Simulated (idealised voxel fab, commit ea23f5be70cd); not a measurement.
Process module under the name voxel self aligned vias
We display cut, a cross-section 185 nm in width whose square cells are each 5 nm.
Cross-section spec: square-cell grid; bands listed top down; each band is one or more rows. Look at the band entry: it leads with the top's height and the bottom's height in nm. Then it lists the materials left to right, with a width in nm for each. The word "edge to edge" on a single material says that material fills the band edge to edge. The word "air" is empty space. Convention: height 0 is the level below which the wafer, as received, is all one material. The lowest band does not terminate at the bottom but continues downward, represented as "z 0 and below". The two numbers in a width such as "30->40" mark its ends across the band: the first belongs to the top row of cells, the second to the bottom row, and from each row to the next the width moves by the same amount. Any step labelled "nothing altered" changed none of the cells in the cross-section. If an empty space has no open way to the top and is at least 8 cells in size, "Closed void inventory" lists it, written width x height at distance, where distance is measured from the left edge and every value is in nm. On a step's line, text after the settings is the simulator commenting on that step. You can add "overlay nm" to a step's line. For a step with a mask, it describes how far the mask lay to the right of its planned position, and a negative number describes a lay to the left.

Planned step list for the process
1 op RECEIVE | material Si
2 op CONFORMAL_DEP | material SiO2 | thk nm 15
3 op CONFORMAL_DEP | material SiCN | thk nm 5
4 op DIRECTIONAL_DEP | material lowk | thk nm 30
5 op DIRECTIONAL_DEP | material aC | thk nm 10
6 op PATTERN | tone open | mask id LINES | material resist | width nm 15 | pitch nm 55 | thk nm 30 | overlay nm 0
7 op DIRECTIONAL_ETCH | etch materials aC | depth nm 10
8 op STRIP | etch materials resist
9 op DIRECTIONAL_ETCH | etch materials lowk | depth nm 30
10 op STRIP | etch materials aC
11 op CONFORMAL_DEP | material TiN | thk nm 5
12 op FILL_DEP | material Ru | thk nm 5
13 op CMP | height nm 50
14 op SELECTIVE_ETCH | etch materials W Ru TiN | depth nm 5
15 op FILL_DEP | material SiN | thk nm 10
16 op CMP | height nm 50
17 op DIRECTIONAL_DEP | material lowk | thk nm 15
18 op PATTERN | tone open | mask id VIAS | material resist | width nm 35 | pitch nm 55 | thk nm 15 | overlay nm 0
19 op DIRECTIONAL_ETCH | etch materials lowk | depth nm 15
20 op DIRECTIONAL_ETCH | etch materials SiN | depth nm 5
21 op STRIP | etch materials resist
22 op CONFORMAL_DEP | material TiN | thk nm 5
23 op FILL_DEP | material W | thk nm 10
24 op CMP | height nm 65
25 op CONFORMAL_DEP | material SiCN | thk nm 5
Don't read the plan's width nm for step 6 as applying to every wafer: that's the first wafer's value, and the wafers differ in it, though they all start identical.

Received condition of the first of several wafers, sectioned: post-step 1
z 0 and below  Si edge to edge
Closed void inventory: none

Where each wafer stands at the end of the module, a row apiece: cells of each material gained (+) or lost (-) since it was received, then closed voids
width nm 15; +12 Ru; +74 SiCN; +111 SiO2; +72 TiN; +33 W; +216 lowk; Closed void inventory: none
width nm 20; +24 Ru; +74 SiCN; +111 SiO2; +75 TiN; +36 W; +198 lowk; Closed void inventory: none
width nm 25; +36 Ru; +74 SiCN; +111 SiO2; +78 TiN; +39 W; +180 lowk; Closed void inventory: none
width nm 30; +48 Ru; +74 SiCN; +111 SiO2; +81 TiN; +42 W; +162 lowk; Closed void inventory: none
width nm 35; +60 Ru; +74 SiCN; +111 SiO2; +84 TiN; +45 W; +144 lowk; Closed void inventory: none
width nm 40; +72 Ru; +74 SiCN; +3 SiN; +111 SiO2; +87 TiN; +45 W; +126 lowk; Closed void inventory: none
